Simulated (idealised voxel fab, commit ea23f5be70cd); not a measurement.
Herein follows the process module entitled voxel self aligned contacts.
For reference, the cross-section in this document is cut, with width 240 nm and square cells of 5 nm.
Each cross-section below is a grid of square cells, stated as bands in top-down order, with one or more rows of cells making up each band.
First you get the band's top height and its bottom height, in nm, and then the materials it's made of, left to right, with each width in nm. If you see a single material with "full width", that one covers the band edge to edge. "blank" is empty space.
Height datum 0, below which the as-received substrate wafer is one material. Lowest band open at the bottom, running downward: "top 0, no bottom".
The width entry "30..40" should be interpreted row by row: the top row of cells in the band takes the first number, the bottom row takes the second number, and the change between adjacent rows is uniform throughout.
Where a step carries "nothing was modified", the cross-section came out of it unchanged, cell for cell.
Under "Closed void roster" you'll find the enclosed gaps, the ones with no way out to the top, that are 8 cells or bigger; each reads width x height at distance, with distance counted from the left edge, everything in nm.
It should be noted that, on the line of a given step, the content following the step's settings is a remark produced by the simulator itself with respect to that step.
overlay nm: mask right of planned place by this much (step with mask). Neg. = left.
-- plan
1 RECEIVE (material Si)
2 OXIDIZE (depth nm 5)
3 DIRECTIONAL_DEP (material polySi; thk nm 30)
4 DIRECTIONAL_DEP (material SiN; thk nm 20)
5 PATTERN (tone cover; mask id GATE; material resist; width nm 25; pitch nm 70; thk nm 20; overlay nm 0)
6 DIRECTIONAL_ETCH (etch materials SiN; depth nm 20)
7 DIRECTIONAL_ETCH (etch materials polySi; depth nm 30)
8 STRIP (etch materials resist)
9 CONFORMAL_DEP (material SiN; thk nm 10)
10 DIRECTIONAL_ETCH (etch materials SiN; depth nm 10)
11 FILL_DEP (material SiO2; thk nm 10)
12 CMP (height nm 55)
13 PATTERN (tone open; mask id CONTACT; material resist; width nm 55; thk nm 15; overlay nm -15)
14 DIRECTIONAL_ETCH (etch materials SiO2; depth nm 60)
15 STRIP (etch materials resist)
16 CONFORMAL_DEP (material TiN; thk nm 5)
17 FILL_DEP (material W; thk nm 10)
18 CMP (height nm 55)
19 CONFORMAL_DEP (material SiCN; thk nm 5)
The value of overlay nm given for step 13 in the plan refers to the first wafer; the wafers vary in this setting and are alike at the start.
-- Received wafers, first of several: cross-section after step 1
- top 0, no bottom  Si full width
- Closed void roster: none
-- Last step of the module is step 19; after it, the first of several wafers in cross-section
- top 60, bottom 55  SiCN full width
- top 55, bottom 50  SiO2=75, then TiN=35, then W=15, then TiN=5, then SiO2=110
- top 50, bottom 30  SiO2=60, then SiN=45, then TiN=5, then W=15, then TiN=5, then SiN=45, then SiO2=65
- top 30, bottom 0  SiO2=60, then SiN=10, then polySi=25, then SiN=10, then TiN=5, then W=15, then TiN=5, then SiN=10, then polySi=25, then SiN=10, then SiO2=65
- top 0, bottom -5  SiO2=105, then TiN=25, then SiO2=110
- top -5, no bottom  Si full width
- Closed void roster: none
-- At the end of the module, the last of several wafers in cross-section
- top 60, bottom 55  SiCN full width
- top 55, bottom 50  SiO2=105, then TiN=5, then W=15, then TiN=35, then SiO2=80
- top 50, bottom 30  SiO2=60, then SiN=45, then TiN=5, then W=15, then TiN=5, then SiN=45, then SiO2=65
- top 30, bottom 0  SiO2=60, then SiN=10, then polySi=25, then SiN=10, then TiN=5, then W=15, then TiN=5, then SiN=10, then polySi=25, then SiN=10, then SiO2=65
- top 0, bottom -5  SiO2=105, then TiN=25, then SiO2=110
- top -5, no bottom  Si full width
- Closed void roster: none
-- For your reference, the table is organized with a row per wafer; each row reflects the wafer at the end of the module, indicating for each material the cells gained (+) or lost (-) since receipt, and thereafter its closed voids
overlay nm -15 | -48 Si | +48 SiCN | +120 SiN | +330 SiO2 | +33 TiN | +33 W | +60 polySi | Closed void roster: none
overlay nm -10 | -48 Si | +48 SiCN | +120 SiN | +330 SiO2 | +33 TiN | +33 W | +60 polySi | Closed void roster: none
overlay nm -5 | -48 Si | +48 SiCN | +120 SiN | +330 SiO2 | +33 TiN | +33 W | +60 polySi | Closed void roster: none
overlay nm 0 | -48 Si | +48 SiCN | +120 SiN | +330 SiO2 | +33 TiN | +33 W | +60 polySi | Closed void roster: none
overlay nm 5 | -48 Si | +48 SiCN | +120 SiN | +330 SiO2 | +33 TiN | +33 W | +60 polySi | Closed void roster: none
overlay nm 10 | -48 Si | +48 SiCN | +120 SiN | +330 SiO2 | +33 TiN | +33 W | +60 polySi | Closed void roster: none
overlay nm 15 | -48 Si | +48 SiCN | +120 SiN | +330 SiO2 | +33 TiN | +33 W | +60 polySi | Closed void roster: none
